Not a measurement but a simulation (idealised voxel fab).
The following is a process module called voxel self aligned vias.
Pictured: cross-section cut, 280 nm wide, on a grid of 5 nm square cells.
Each cross-section below is a grid of square cells, stated as bands in top-down order, with one or more rows of cells making up each band.
Top height, bottom height, nm. Materials left to right, width each, nm. Single material + "all across" = fills band edge to edge. "empty" = empty.
A quick word on heights: they are counted from 0, and under that level the wafer as it came to us is one material throughout. The lowest band is different from the rest in having no bottom; it simply continues downward, written as in "0 nm and below".
Note: "30..40" means the width goes from the first number (top row of the band) to the second number (bottom row) in equal steps per row of cells.
Step note "nothing was modified" = no cross-section cell changed.
What "Unvented internal voids" gives you is every empty space of 8 cells or more that is cut off from the top. Each appears as width x height at distance, with the distance taken from the left edge and width, height and distance all in nm.
Note: text after step settings on the step line = simulator remark on that step.
overlay nm, on a step with a mask: how far to the right of its planned place the mask lay; to the left if negative

[List of planned process steps]
- 1: RECEIVE, material Si
- 2: CONFORMAL_DEP, material SiO2, thk nm 15
- 3: CONFORMAL_DEP, material SiCN, thk nm 5
- 4: DIRECTIONAL_DEP, material SiO2, thk nm 20
- 5: MASKED_ETCH, tone open, mask id LINES, width nm 20, pitch nm 45, etch materials SiO2, depth nm 20, overlay nm 0
- 6: CONFORMAL_DEP, material TiN, thk nm 5
- 7: FILL_DEP, material W, thk nm 5
- 8: CMP, height nm 40
- 9: SELECTIVE_ETCH, etch materials W Ru TiN, depth nm 5
- 10: FILL_DEP, material SiN, thk nm 10
- 11: CMP, height nm 40
- 12: DIRECTIONAL_DEP, material SiO2, thk nm 15
- 13: DIRECTIONAL_DEP, material aC, thk nm 10
- 14: PATTERN, tone open, mask id VIAS, material resist, width nm 30, pitch nm 45, thk nm 25, overlay nm 0
- 15: DIRECTIONAL_ETCH, etch materials aC, depth nm 10
- 16: STRIP, etch materials resist
- 17: DIRECTIONAL_ETCH, etch materials SiO2, depth nm 15
- 18: DIRECTIONAL_ETCH, etch materials SiN, depth nm 5
- 19: STRIP, etch materials aC
- 20: CONFORMAL_DEP, material TiN, thk nm 5
- 21: FILL_DEP, material W, thk nm 5
- 22: CMP, height nm 55
- 23: CONFORMAL_DEP, material SiCN, thk nm 5

[Step 1 complete: cross-section of the wafer as received]
> 0 nm and below: Si all across
> Unvented internal voids: none

[Module complete, cross-section. Starting point and plan per above. One mistake made in running the module]
> 60 nm to 55 nm: SiCN all across
> 55 nm to 40 nm: Ru all across
> 40 nm to 35 nm: 85 of SiO2  20 of SiN  25 of SiO2  20 of SiN  25 of SiO2  20 of SiN  85 of SiO2
> 35 nm to 25 nm: 85 of SiO2  5 of TiN  10 of W  5 of TiN  25 of SiO2  5 of TiN  10 of W  5 of TiN  25 of SiO2  5 of TiN  10 of W  5 of TiN  85 of SiO2
> 25 nm to 20 nm: 85 of SiO2  20 of TiN  25 of SiO2  20 of TiN  25 of SiO2  20 of TiN  85 of SiO2
> 20 nm to 15 nm: SiCN all across
> 15 nm to 0 nm: SiO2 all across
> 0 nm and below: Si all across
> Unvented internal voids: none
Deviation noted in wafer processing: planned and actual differ for step 12; actual: DIRECTIONAL_DEP, material Ru, thk nm 15
